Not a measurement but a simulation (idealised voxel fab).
Process module under the name voxel released beams
In the cross-section labelled cut, the width is 270 nm and each square cell is 5 nm.
A cross-section is written here as square cells arranged in a grid, and it is given in bands from the top down, each band taking up one or more rows of cells.
A band entry consists of two parts. The first gives the height of the band's top and the height of its bottom, in nm. The rest lists the band's materials from left to right, each with its width in nm. A single material labelled with the word "throughout" fills the band from edge to edge, and the word "air" marks empty space.
All heights in this document are referenced to 0, defined as the level beneath which the wafer, as received, consists entirely of one material. The lowest band is not bounded below; it extends indefinitely downward and is written in the form "from 0 down".
Width "30->40": first value at the band's top row of cells, second value at its bottom row, equal change from row to row.
Step note "nothing got changed" = no cross-section cell changed.
The label "Sealed internal cavities" introduces a list of the empty spaces, 8 cells or larger, that have no open way up to the top; each entry in it reads width x height at distance, where the distance is taken from the left edge and all three are stated in nm.
Whatever follows a step's settings on its line is a remark the simulator itself makes about that step.
The optional step-line setting "overlay nm" applies to steps with a mask and quantifies how far to the right of its planned location the mask lay, a negative value indicating leftward placement.
For the reader: what remains of this document is a series of pairs, each showing a cross-section before one process step and a cross-section after that step which reaches down only to the lowest band that changed, with the step between them and its settings set out under the pair. It should not be assumed that a pair continues from the pair above it; the pairs can come from different runs of this module on the same starting wafer, and such continuity exists only where the entry headed "Pre-step profile" says so.

Pre-step profile:
	from 0 down  Si throughout
	Sealed internal cavities: none

Post-Step Snapshot:
	from 10 to 0  Al2O3 throughout
	Under 0: no change, same as before.
	Sealed internal cavities: none
Between before and after as drawn above: CONFORMAL_DEP: material Al2O3, thk nm 10

Pre-step profile: see the after view in the pair directly above.

Post-Step Snapshot:
	from 20 to 10  SiO2 throughout
	Under 10: no change, same as before.
	Sealed internal cavities: none
Between before and after as drawn above: DIRECTIONAL_DEP: material SiO2, thk nm 10

Pre-step profile: see the after view in the pair directly above.

Post-Step Snapshot:
	from 40 to 20  resist: 80 | air: 40 | resist: 150
	Under 20: no change, same as before.
	Sealed internal cavities: none
Between before and after as drawn above: PATTERN: tone open, mask id ANCHOR, material resist, width nm 40, thk nm 20, overlay nm 0

Pre-step profile: see the after view in the pair directly above.

Post-Step Snapshot:
	from 40 to 20  resist: 80 | air: 40 | resist: 150
	from 20 to 10  SiO2: 80 | air: 40 | SiO2: 150
	Under 10: no change, same as before.
	Sealed internal cavities: none
Between before and after as drawn above: DIRECTIONAL_ETCH: etch materials SiO2, depth nm 10

Pre-step profile: see the after view in the pair directly above.

Post-Step Snapshot:
	from 20 to 10  SiO2: 80 | air: 40 | SiO2: 150
	Under 10: no change, same as before.
	Sealed internal cavities: none
Between before and after as drawn above: STRIP: etch materials resist

Pre-step profile: see the after view in the pair directly above.

Post-Step Snapshot:
	from 35 to 25  SiN: 95 | air: 10 | SiN: 165
	from 25 to 20  SiN throughout
	from 20 to 10  SiO2: 80 | SiN: 40 | SiO2: 150
	Under 10: no change, same as before.
	Sealed internal cavities: none
Between before and after as drawn above: CONFORMAL_DEP: material SiN, thk nm 15

Pre-step profile: see the after view in the pair directly above.

Post-Step Snapshot:
	from 50 to 40  aC: 95 | air: 10 | aC: 165
	from 40 to 35  aC throughout
	from 35 to 25  SiN: 95 | aC: 10 | SiN: 165
	Under 25: no change, same as before.
	Sealed internal cavities: none
Between before and after as drawn above: DIRECTIONAL_DEP: material aC, thk nm 15

Pre-step profile: see the after view in the pair directly above.

Post-Step Snapshot:
	from 85 to 50  air: 75 | resist: 110 | air: 85
	from 50 to 40  aC: 95 | resist: 10 | aC: 165
	Under 40: no change, same as before.
	Sealed internal cavities: none
Between before and after as drawn above: PATTERN: tone cover, mask id BEAM, material resist, width nm 110, thk nm 35, overlay nm 0

Pre-step profile: see the after view in the pair directly above.

Post-Step Snapshot:
	from 70 to 50  air: 75 | resist: 110 | air: 85
	from 50 to 40  air: 75 | aC: 20 | resist: 10 | aC: 80 | air: 85
	from 40 to 35  air: 75 | aC: 110 | air: 85
	Under 35: no change, same as before.
	Sealed internal cavities: none
Between before and after as drawn above: DIRECTIONAL_ETCH: etch materials aC, depth nm 15

Pre-step profile: see the after view in the pair directly above.

Post-Step Snapshot:
	from 50 to 40  air: 75 | aC: 20 | air: 10 | aC: 80 | air: 85
	Under 40: no change, same as before.
	Sealed internal cavities: none
Between before and after as drawn above: STRIP: etch materials resist

Pre-step profile: see the after view in the pair directly above.

Post-Step Snapshot:
	from 50 to 40  air: 75 | aC: 20 | air: 10 | aC: 80 | air: 85
	from 40 to 35  air: 75 | aC: 110 | air: 85
	from 35 to 25  air: 75 | SiN: 20 | aC: 10 | SiN: 80 | air: 85
	from 25 to 20  air: 75 | SiN: 110 | air: 85
	Under 20: no change, same as before.
	Sealed internal cavities: none
Between before and after as drawn above: DIRECTIONAL_ETCH: etch materials SiN, depth nm 15

Pre-step profile: see the after view in the pair directly above.

Post-Step Snapshot:
	from 35 to 25  air: 75 | SiN: 20 | air: 10 | SiN: 80 | air: 85
	Under 25: no change, same as before.
	Sealed internal cavities: none
Between before and after as drawn above: STRIP: etch materials aC

Pre-step profile: see the after view in the pair directly above.

Post-Step Snapshot:
	from 35 to 25  air: 75 | SiN: 20 | air: 10 | SiN: 80 | air: 85
	from 25 to 20  air: 75 | SiN: 110 | air: 85
	from 20 to 10  air: 80 | SiN: 40 | air: 150
	Under 10: no change, same as before.
	Sealed internal cavities: none
Between before and after as drawn above: STRIP: etch materials SiO2

Pre-step profile:
	from 0 down  Si throughout
	Sealed internal cavities: none

Post-Step Snapshot:
	from 10 to 0  SiO2 throughout
	Under 0: no change, same as before.
	Sealed internal cavities: none
Between before and after as drawn above: DIRECTIONAL_DEP: material SiO2, thk nm 10

Pre-step profile: see the after view in the pair directly above.

Post-Step Snapshot:
	from 30 to 10  resist: 80 | air: 40 | resist: 150
	Under 10: no change, same as before.
	Sealed internal cavities: none
Between before and after as drawn above: PATTERN: tone open, mask id ANCHOR, material resist, width nm 40, thk nm 20, overlay nm 0

Pre-step profile: see the after view in the pair directly above.

Post-Step Snapshot:
	from 30 to 10  resist: 80 | air: 40 | resist: 150
	from 10 to 0  SiO2: 80 | air: 40 | SiO2: 150
	Under 0: no change, same as before.
	Sealed internal cavities: none
Between before and after as drawn above: DIRECTIONAL_ETCH: etch materials SiO2, depth nm 10

Pre-step profile: see the after view in the pair directly above.

Post-Step Snapshot:
	from 10 to 0  SiO2: 80 | air: 40 | SiO2: 150
	Under 0: no change, same as before.
	Sealed internal cavities: none
Between before and after as drawn above: STRIP: etch materials resist

Pre-step profile: see the after view in the pair directly above.

Post-Step Snapshot:
	from 25 to 15  SiN: 95 | air: 10 | SiN: 165
	from 15 to 10  SiN throughout
	from 10 to 0  SiO2: 80 | SiN: 40 | SiO2: 150
	Under 0: no change, same as before.
	Sealed internal cavities: none
Between before and after as drawn above: CONFORMAL_DEP: material SiN, thk nm 15

Pre-step profile: see the after view in the pair directly above.

Post-Step Snapshot:
	from 40 to 30  aC: 95 | air: 10 | aC: 165
	from 30 to 25  aC throughout
	from 25 to 15  SiN: 95 | aC: 10 | SiN: 165
	Under 15: no change, same as before.
	Sealed internal cavities: none
Between before and after as drawn above: DIRECTIONAL_DEP: material aC, thk nm 15

Pre-step profile: see the after view in the pair directly above.

Post-Step Snapshot:
	from 75 to 40  air: 75 | resist: 110 | air: 85
	from 40 to 30  aC: 95 | resist: 10 | aC: 165
	Under 30: no change, same as before.
	Sealed internal cavities: none
Between before and after as drawn above: PATTERN: tone cover, mask id BEAM, material resist, width nm 110, thk nm 35, overlay nm 0

Pre-step profile: see the after view in the pair directly above.

Post-Step Snapshot:
	from 60 to 40  air: 75 | resist: 110 | air: 85
	from 40 to 30  air: 75 | aC: 20 | resist: 10 | aC: 80 | air: 85
	from 30 to 25  air: 75 | aC: 110 | air: 85
	Under 25: no change, same as before.
	Sealed internal cavities: none
Between before and after as drawn above: DIRECTIONAL_ETCH: etch materials aC, depth nm 15

Pre-step profile: see the after view in the pair directly above.

Post-Step Snapshot:
	from 40 to 30  air: 75 | aC: 20 | air: 10 | aC: 80 | air: 85
	Under 30: no change, same as before.
	Sealed internal cavities: none
Between before and after as drawn above: STRIP: etch materials resist

Pre-step profile: see the after view in the pair directly above.

Post-Step Snapshot:
	from 40 to 30  air: 75 | aC: 20 | air: 10 | aC: 80 | air: 85
	from 30 to 25  air: 75 | aC: 110 | air: 85
	from 25 to 15  air: 75 | SiN: 20 | aC: 10 | SiN: 80 | air: 85
	from 15 to 10  air: 75 | SiN: 110 | air: 85
	Under 10: no change, same as before.
	Sealed internal cavities: none
Between before and after as drawn above: DIRECTIONAL_ETCH: etch materials SiN, depth nm 15

Pre-step profile: see the after view in the pair directly above.

Post-Step Snapshot:
	from 25 to 15  air: 75 | SiN: 20 | air: 10 | SiN: 80 | air: 85
	Under 15: no change, same as before.
	Sealed internal cavities: none
Between before and after as drawn above: STRIP: etch materials aC

Pre-step profile: see the after view in the pair directly above.

Post-Step Snapshot:
	from 25 to 15  air: 75 | SiN: 20 | air: 10 | SiN: 80 | air: 85
	from 15 to 10  air: 75 | SiN: 110 | air: 85
	from 10 to 0  air: 80 | SiN: 40 | air: 150
	Under 0: no change, same as before.
	Sealed internal cavities: none
Between before and after as drawn above: STRIP: etch materials SiO2

Pre-step profile:
	from 35 to 25  SiN: 95 | air: 10 | SiN: 165
	from 25 to 20  SiN throughout
	from 20 to 10  SiO2: 80 | SiN: 40 | SiO2: 150
	from 10 to 0  Al2O3 throughout
	from 0 down  Si throughout
	Sealed internal cavities: none

Post-Step Snapshot:
	from 50 to 20  SiN throughout
	Under 20: no change, same as before.
	Sealed internal cavities: none
Between before and after as drawn above: CONFORMAL_DEP: material SiN, thk nm 15

Pre-step profile: see the after view in the pair directly above.

Post-Step Snapshot:
	from 65 to 50  aC throughout
	Under 50: no change, same as before.
	Sealed internal cavities: none
Between before and after as drawn above: DIRECTIONAL_DEP: material aC, thk nm 15

Pre-step profile: see the after view in the pair directly above.

Post-Step Snapshot:
	from 100 to 65  air: 75 | resist: 110 | air: 85
	Under 65: no change, same as before.
	Sealed internal cavities: none
Between before and after as drawn above: PATTERN: tone cover, mask id BEAM, material resist, width nm 110, thk nm 35, overlay nm 0

Pre-step profile: see the after view in the pair directly above.

Post-Step Snapshot:
	from 85 to 65  air: 75 | resist: 110 | air: 85
	from 65 to 50  air: 75 | aC: 110 | air: 85
	Under 50: no change, same as before.
	Sealed internal cavities: none
Between before and after as drawn above: DIRECTIONAL_ETCH: etch materials aC, depth nm 15

Pre-step profile: see the after view in the pair directly above.

Post-Step Snapshot:
	from 65 to 50  air: 75 | aC: 110 | air: 85
	Under 50: no change, same as before.
	Sealed internal cavities: none
Between before and after as drawn above: STRIP: etch materials resist

Pre-step profile: see the after view in the pair directly above.

Post-Step Snapshot:
	from 65 to 50  air: 75 | aC: 110 | air: 85
	from 50 to 35  air: 75 | SiN: 110 | air: 85
	Under 35: no change, same as before.
	Sealed internal cavities: none
Between before and after as drawn above: DIRECTIONAL_ETCH: etch materials SiN, depth nm 15

Pre-step profile: see the after view in the pair directly above.

Post-Step Snapshot:
	from 50 to 35  air: 75 | SiN: 110 | air: 85
	Under 35: no change, same as before.
	Sealed internal cavities: none
Between before and after as drawn above: STRIP: etch materials aC

Pre-step profile:
	from 10 to 0  SiO2 throughout
	from 0 down  Si throughout
	Sealed internal cavities: none

Post-Step Snapshot:
	from 20 to 10  Al2O3 throughout
	Under 10: no change, same as before.
	Sealed internal cavities: none
Between before and after as drawn above: CONFORMAL_DEP: material Al2O3, thk nm 10

Pre-step profile: see the after view in the pair directly above.

Post-Step Snapshot:
	from 40 to 20  resist: 80 | air: 40 | resist: 150
	Under 20: no change, same as before.
	Sealed internal cavities: none
Between before and after as drawn above: PATTERN: tone open, mask id ANCHOR, material resist, width nm 40, thk nm 20, overlay nm 0

Pre-step profile: see the after view in the pair directly above.

Post-Step Snapshot:
	from 20 to 10  Al2O3 throughout
	Under 10: no change, same as before.
	Sealed internal cavities: none
Between before and after as drawn above: STRIP: etch materials resist

Pre-step profile: see the after view in the pair directly above.

Post-Step Snapshot:
	from 35 to 20  SiN throughout
	Under 20: no change, same as before.
	Sealed internal cavities: none
Between before and after as drawn above: CONFORMAL_DEP: material SiN, thk nm 15

Pre-step profile: see the after view in the pair directly above.

Post-Step Snapshot:
	from 50 to 35  aC throughout
	Under 35: no change, same as before.
	Sealed internal cavities: none
Between before and after as drawn above: DIRECTIONAL_DEP: material aC, thk nm 15

Pre-step profile: see the after view in the pair directly above.

Post-Step Snapshot:
	from 85 to 50  air: 75 | resist: 110 | air: 85
	Under 50: no change, same as before.
	Sealed internal cavities: none
Between before and after as drawn above: PATTERN: tone cover, mask id BEAM, material resist, width nm 110, thk nm 35, overlay nm 0

Pre-step profile: see the after view in the pair directly above.

Post-Step Snapshot:
	from 70 to 50  air: 75 | resist: 110 | air: 85
	from 50 to 35  air: 75 | aC: 110 | air: 85
	Under 35: no change, same as before.
	Sealed internal cavities: none
Between before and after as drawn above: DIRECTIONAL_ETCH: etch materials aC, depth nm 15

Pre-step profile: see the after view in the pair directly above.

Post-Step Snapshot:
	from 50 to 35  air: 75 | aC: 110 | air: 85
	Under 35: no change, same as before.
	Sealed internal cavities: none
Between before and after as drawn above: STRIP: etch materials resist

Pre-step profile: see the after view in the pair directly above.

Post-Step Snapshot:
	from 50 to 35  air: 75 | aC: 110 | air: 85
	from 35 to 20  air: 75 | SiN: 110 | air: 85
	Under 20: no change, same as before.
	Sealed internal cavities: none
Between before and after as drawn above: DIRECTIONAL_ETCH: etch materials SiN, depth nm 15

Pre-step profile: see the after view in the pair directly above.

Post-Step Snapshot:
	from 35 to 20  air: 75 | SiN: 110 | air: 85
	Under 20: no change, same as before.
	Sealed internal cavities: none
Between before and after as drawn above: STRIP: etch materials aC

Pre-step profile:
	from 20 to 10  SiO2: 80 | air: 40 | SiO2: 150
	from 10 to 0  Al2O3 throughout
	from 0 down  Si throughout
	Sealed internal cavities: none

Post-Step Snapshot:
	from 25 to 20  SiN: 85 | air: 30 | SiN: 155
	from 20 to 15  SiO2: 80 | SiN: 5 | air: 30 | SiN: 5 | SiO2: 150
	from 15 to 10  SiO2: 80 | SiN: 40 | SiO2: 150
	Under 10: no change, same as before.
	Sealed internal cavities: none
Between before and after as drawn above: CONFORMAL_DEP: material SiN, thk nm 5

Pre-step profile: see the after view in the pair directly above.

Post-Step Snapshot:
	from 40 to 30  aC: 85 | air: 30 | aC: 155
	from 30 to 25  aC throughout
	from 25 to 20  SiN: 85 | aC: 30 | SiN: 155
	from 20 to 15  SiO2: 80 | SiN: 5 | aC: 30 | SiN: 5 | SiO2: 150
	Under 15: no change, same as before.
	Sealed internal cavities: none
Between before and after as drawn above: DIRECTIONAL_DEP: material aC, thk nm 15

Pre-step profile: see the after view in the pair directly above.

Post-Step Snapshot:
	from 75 to 40  air: 75 | resist: 110 | air: 85
	from 40 to 30  aC: 85 | resist: 30 | aC: 155
	Under 30: no change, same as before.
	Sealed internal cavities: none
Between before and after as drawn above: PATTERN: tone cover, mask id BEAM, material resist, width nm 110, thk nm 35, overlay nm 0

Pre-step profile: see the after view in the pair directly above.

Post-Step Snapshot:
	from 60 to 40  air: 75 | resist: 110 | air: 85
	from 40 to 30  air: 75 | aC: 10 | resist: 30 | aC: 70 | air: 85
	from 30 to 25  air: 75 | aC: 110 | air: 85
	Under 25: no change, same as before.
	Sealed internal cavities: none
Between before and after as drawn above: DIRECTIONAL_ETCH: etch materials aC, depth nm 15

Pre-step profile: see the after view in the pair directly above.

Post-Step Snapshot:
	from 40 to 30  air: 75 | aC: 10 | air: 30 | aC: 70 | air: 85
	Under 30: no change, same as before.
	Sealed internal cavities: none
Between before and after as drawn above: STRIP: etch materials resist

Pre-step profile: see the after view in the pair directly above.

Post-Step Snapshot:
	from 40 to 30  air: 75 | aC: 10 | air: 30 | aC: 70 | air: 85
	from 30 to 25  air: 75 | aC: 110 | air: 85
	from 25 to 20  air: 75 | SiN: 10 | aC: 30 | SiN: 70 | air: 85
	Under 20: no change, same as before.
	Sealed internal cavities: none
Between before and after as drawn above: DIRECTIONAL_ETCH: etch materials SiN, depth nm 15

Pre-step profile: see the after view in the pair directly above.

Post-Step Snapshot:
	from 25 to 20  air: 75 | SiN: 10 | air: 30 | SiN: 70 | air: 85
	from 20 to 15  SiO2: 80 | SiN: 5 | air: 30 | SiN: 5 | SiO2: 150
	Under 15: no change, same as before.
	Sealed internal cavities: none
Between before and after as drawn above: STRIP: etch materials aC

Pre-step profile: see the after view in the pair directly above.

Post-Step Snapshot:
	from 25 to 15  air: 75->80 | SiN: 10->5 | air: 30 | SiN: 70->5 | air: 85->150
	from 15 to 10  air: 80 | SiN: 40 | air: 150
	Under 10: no change, same as before.
	Sealed internal cavities: none
Between before and after as drawn above: STRIP: etch materials SiO2

Pre-step profile:
	from 20 to 10  SiO2 throughout
	from 10 to 0  Al2O3 throughout
	from 0 down  Si throughout
	Sealed internal cavities: none

Post-Step Snapshot:
	from 40 to 20  resist: 80 | air: 45 | resist: 145
	Under 20: no change, same as before.
	Sealed internal cavities: none
Between before and after as drawn above: PATTERN: tone open, mask id ANCHOR, material resist, width nm 45, thk nm 20, overlay nm 0

Pre-step profile: see the after view in the pair directly above.

Post-Step Snapshot:
	from 40 to 20  resist: 80 | air: 45 | resist: 145
	from 20 to 10  SiO2: 80 | air: 45 | SiO2: 145
	Under 10: no change, same as before.
	Sealed internal cavities: none
Between before and after as drawn above: DIRECTIONAL_ETCH: etch materials SiO2, depth nm 10

Pre-step profile: see the after view in the pair directly above.

Post-Step Snapshot:
	from 20 to 10  SiO2: 80 | air: 45 | SiO2: 145
	Under 10: no change, same as before.
	Sealed internal cavities: none
Between before and after as drawn above: STRIP: etch materials resist

Pre-step profile: see the after view in the pair directly above.

Post-Step Snapshot:
	from 35 to 25  SiN: 95 | air: 15 | SiN: 160
	from 25 to 20  SiN throughout
	from 20 to 10  SiO2: 80 | SiN: 45 | SiO2: 145
	Under 10: no change, same as before.
	Sealed internal cavities: none
Between before and after as drawn above: CONFORMAL_DEP: material SiN, thk nm 15

Pre-step profile: see the after view in the pair directly above.

Post-Step Snapshot:
	from 50 to 40  aC: 95 | air: 15 | aC: 160
	from 40 to 35  aC throughout
	from 35 to 25  SiN: 95 | aC: 15 | SiN: 160
	Under 25: no change, same as before.
	Sealed internal cavities: none
Between before and after as drawn above: DIRECTIONAL_DEP: material aC, thk nm 15

Pre-step profile: see the after view in the pair directly above.

Post-Step Snapshot:
	from 85 to 50  air: 75 | resist: 110 | air: 85
	from 50 to 40  aC: 95 | resist: 15 | aC: 160
	Under 40: no change, same as before.
	Sealed internal cavities: none
Between before and after as drawn above: PATTERN: tone cover, mask id BEAM, material resist, width nm 110, thk nm 35, overlay nm 0

Pre-step profile: see the after view in the pair directly above.

Post-Step Snapshot:
	from 70 to 50  air: 75 | resist: 110 | air: 85
	from 50 to 40  air: 75 | aC: 20 | resist: 15 | aC: 75 | air: 85
	from 40 to 35  air: 75 | aC: 110 | air: 85
	Under 35: no change, same as before.
	Sealed internal cavities: none
Between before and after as drawn above: DIRECTIONAL_ETCH: etch materials aC, depth nm 15

Pre-step profile: see the after view in the pair directly above.

Post-Step Snapshot:
	from 50 to 40  air: 75 | aC: 20 | air: 15 | aC: 75 | air: 85
	Under 40: no change, same as before.
	Sealed internal cavities: none
Between before and after as drawn above: STRIP: etch materials resist

Pre-step profile: see the after view in the pair directly above.

Post-Step Snapshot:
	from 50 to 40  air: 75 | aC: 20 | air: 15 | aC: 75 | air: 85
	from 40 to 35  air: 75 | aC: 110 | air: 85
	from 35 to 25  air: 75 | SiN: 20 | aC: 15 | SiN: 75 | air: 85
	from 25 to 20  air: 75 | SiN: 110 | air: 85
	Under 20: no change, same as before.
	Sealed internal cavities: none
Between before and after as drawn above: DIRECTIONAL_ETCH: etch materials SiN, depth nm 15

Pre-step profile: see the after view in the pair directly above.

Post-Step Snapshot:
	from 35 to 25  air: 75 | SiN: 20 | air: 15 | SiN: 75 | air: 85
	Under 25: no change, same as before.
	Sealed internal cavities: none
Between before and after as drawn above: STRIP: etch materials aC

Pre-step profile: see the after view in the pair directly above.

Post-Step Snapshot:
	from 35 to 25  air: 75 | SiN: 20 | air: 15 | SiN: 75 | air: 85
	from 25 to 20  air: 75 | SiN: 110 | air: 85
	from 20 to 10  air: 80 | SiN: 45 | air: 145
	Under 10: no change, same as before.
	Sealed internal cavities: none
Between before and after as drawn above: STRIP: etch materials SiO2

Pre-step profile:
	from 20 to 10  SiO2 throughout
	from 10 to 0  Al2O3 throughout
	from 0 down  Si throughout
	Sealed internal cavities: none

Post-Step Snapshot:
	from 40 to 20  resist: 70 | air: 40 | resist: 160
	Under 20: no change, same as before.
	Sealed internal cavities: none
Between before and after as drawn above: PATTERN: tone open, mask id ANCHOR, material resist, width nm 40, thk nm 20, overlay nm -10

Pre-step profile: see the after view in the pair directly above.

Post-Step Snapshot:
	from 40 to 20  resist: 70 | air: 40 | resist: 160
	from 20 to 10  SiO2: 70 | air: 40 | SiO2: 160
	Under 10: no change, same as before.
	Sealed internal cavities: none
Between before and after as drawn above: DIRECTIONAL_ETCH: etch materials SiO2, depth nm 10

Pre-step profile: see the after view in the pair directly above.

Post-Step Snapshot:
	from 20 to 10  SiO2: 70 | air: 40 | SiO2: 160
	Under 10: no change, same as before.
	Sealed internal cavities: none
Between before and after as drawn above: STRIP: etch materials resist

Pre-step profile: see the after view in the pair directly above.

Post-Step Snapshot:
	from 35 to 25  SiN: 85 | air: 10 | SiN: 175
	from 25 to 20  SiN throughout
	from 20 to 10  SiO2: 70 | SiN: 40 | SiO2: 160
	Under 10: no change, same as before.
	Sealed internal cavities: none
Between before and after as drawn above: CONFORMAL_DEP: material SiN, thk nm 15

Pre-step profile: see the after view in the pair directly above.

Post-Step Snapshot:
	from 50 to 40  aC: 85 | air: 10 | aC: 175
	from 40 to 35  aC throughout
	from 35 to 25  SiN: 85 | aC: 10 | SiN: 175
	Under 25: no change, same as before.
	Sealed internal cavities: none
Between before and after as drawn above: DIRECTIONAL_DEP: material aC, thk nm 15

Pre-step profile: see the after view in the pair directly above.

Post-Step Snapshot:
	from 85 to 50  air: 75 | resist: 110 | air: 85
	from 50 to 40  aC: 85 | resist: 10 | aC: 175
	Under 40: no change, same as before.
	Sealed internal cavities: none
Between before and after as drawn above: PATTERN: tone cover, mask id BEAM, material resist, width nm 110, thk nm 35, overlay nm 0

Pre-step profile: see the after view in the pair directly above.

Post-Step Snapshot:
	from 70 to 50  air: 75 | resist: 110 | air: 85
	from 50 to 40  air: 75 | aC: 10 | resist: 10 | aC: 90 | air: 85
	from 40 to 35  air: 75 | aC: 110 | air: 85
	Under 35: no change, same as before.
	Sealed internal cavities: none
Between before and after as drawn above: DIRECTIONAL_ETCH: etch materials aC, depth nm 15

Pre-step profile: see the after view in the pair directly above.

Post-Step Snapshot:
	from 50 to 40  air: 75 | aC: 10 | air: 10 | aC: 90 | air: 85
	Under 40: no change, same as before.
	Sealed internal cavities: none
Between before and after as drawn above: STRIP: etch materials resist

Pre-step profile: see the after view in the pair directly above.

Post-Step Snapshot:
	from 50 to 40  air: 75 | aC: 10 | air: 10 | aC: 90 | air: 85
	from 40 to 35  air: 75 | aC: 110 | air: 85
	from 35 to 25  air: 75 | SiN: 10 | aC: 10 | SiN: 90 | air: 85
	from 25 to 20  air: 75 | SiN: 110 | air: 85
	Under 20: no change, same as before.
	Sealed internal cavities: none
Between before and after as drawn above: DIRECTIONAL_ETCH: etch materials SiN, depth nm 15

Pre-step profile: see the after view in the pair directly above.

Post-Step Snapshot:
	from 35 to 25  air: 75 | SiN: 10 | air: 10 | SiN: 90 | air: 85
	Under 25: no change, same as before.
	Sealed internal cavities: none
Between before and after as drawn above: STRIP: etch materials aC

Pre-step profile: see the after view in the pair directly above.

Post-Step Snapshot:
	from 35 to 25  air: 75 | SiN: 10 | air: 10 | SiN: 90 | air: 85
	from 25 to 20  air: 75 | SiN: 110 | air: 85
	from 20 to 10  air: 70 | SiN: 40 | air: 160
	Under 10: no change, same as before.
	Sealed internal cavities: none
Between before and after as drawn above: STRIP: etch materials SiO2

Pre-step profile:
	from 35 to 25  air: 75 | SiN: 20 | air: 10 | SiN: 80 | air: 85
	from 25 to 20  air: 75 | SiN: 110 | air: 85
	from 20 to 10  SiO2: 80 | SiN: 40 | SiO2: 150
	from 10 to 0  Al2O3 throughout
	from 0 down  Si throughout
	Sealed internal cavities: none

Post-Step Snapshot:
	from 20 to 10  SiO2: 80 | air: 40 | SiO2: 150
	Under 10: no change, same as before.
	Sealed internal cavities: none
Between before and after as drawn above: STRIP: etch materials SiN

Pre-step profile:
	from 20 to 10  SiO2 throughout
	from 10 to 0  Al2O3 throughout
	from 0 down  Si throughout
	Sealed internal cavities: none

Post-Step Snapshot:
	from 40 to 20  air: 80 | resist: 40 | air: 150
	Under 20: no change, same as before.
	Sealed internal cavities: none
Between before and after as drawn above: PATTERN: tone cover, mask id ANCHOR, material resist, width nm 40, thk nm 20, overlay nm 0

Pre-step profile: see the after view in the pair directly above.

Post-Step Snapshot:
	from 40 to 20  air: 80 | resist: 40 | air: 150
	from 20 to 10  air: 80 | SiO2: 40 | air: 150
	Under 10: no change, same as before.
	Sealed internal cavities: none
Between before and after as drawn above: DIRECTIONAL_ETCH: etch materials SiO2, depth nm 10

Pre-step profile: see the after view in the pair directly above.

Post-Step Snapshot:
	from 20 to 10  air: 80 | SiO2: 40 | air: 150
	Under 10: no change, same as before.
	Sealed internal cavities: none
Between before and after as drawn above: STRIP: etch materials resist

Pre-step profile: see the after view in the pair directly above.

Post-Step Snapshot:
	from 35 to 25  air: 65 | SiN: 70 | air: 135
	from 25 to 20  SiN throughout
	from 20 to 10  SiN: 80 | SiO2: 40 | SiN: 150
	Under 10: no change, same as before.
	Sealed internal cavities: none
Between before and after as drawn above: CONFORMAL_DEP: material SiN, thk nm 15

Pre-step profile: see the after view in the pair directly above.

Post-Step Snapshot:
	from 50 to 40  air: 65 | aC: 70 | air: 135
	from 40 to 35  aC throughout
	from 35 to 25  aC: 65 | SiN: 70 | aC: 135
	Under 25: no change, same as before.
	Sealed internal cavities: none
Between before and after as drawn above: DIRECTIONAL_DEP: material aC, thk nm 15

Pre-step profile: see the after view in the pair directly above.

Post-Step Snapshot:
	from 85 to 50  air: 75 | resist: 110 | air: 85
	from 50 to 40  air: 65 | aC: 70 | resist: 50 | air: 85
	Under 40: no change, same as before.
	Sealed internal cavities: none
Between before and after as drawn above: PATTERN: tone cover, mask id BEAM, material resist, width nm 110, thk nm 35, overlay nm 0

Pre-step profile: see the after view in the pair directly above.

Post-Step Snapshot:
	from 70 to 50  air: 75 | resist: 110 | air: 85
	from 50 to 40  air: 75 | aC: 60 | resist: 50 | air: 85
	from 40 to 35  air: 75 | aC: 110 | air: 85
	from 35 to 25  air: 65 | SiN: 70 | aC: 50 | air: 85
	Under 25: no change, same as before.
	Sealed internal cavities: none
Between before and after as drawn above: DIRECTIONAL_ETCH: etch materials aC, depth nm 15

Pre-step profile: see the after view in the pair directly above.

Post-Step Snapshot:
	from 50 to 40  air: 75 | aC: 60 | air: 135
	Under 40: no change, same as before.
	Sealed internal cavities: none
Between before and after as drawn above: STRIP: etch materials resist

Pre-step profile: see the after view in the pair directly above.

Post-Step Snapshot:
	from 50 to 40  air: 75 | aC: 60 | air: 135
	from 40 to 35  air: 75 | aC: 110 | air: 85
	from 35 to 25  air: 75 | SiN: 60 | aC: 50 | air: 85
	from 25 to 20  air: 75 | SiN: 110 | air: 85
	from 20 to 10  air: 65 | SiN: 15 | SiO2: 40 | SiN: 65 | air: 85
	Under 10: no change, same as before.
	Sealed internal cavities: none
Between before and after as drawn above: DIRECTIONAL_ETCH: etch materials SiN, depth nm 15

Pre-step profile: see the after view in the pair directly above.

Post-Step Snapshot:
	from 35 to 25  air: 75 | SiN: 60 | air: 135
	Under 25: no change, same as before.
	Sealed internal cavities: none
Between before and after as drawn above: STRIP: etch materials aC
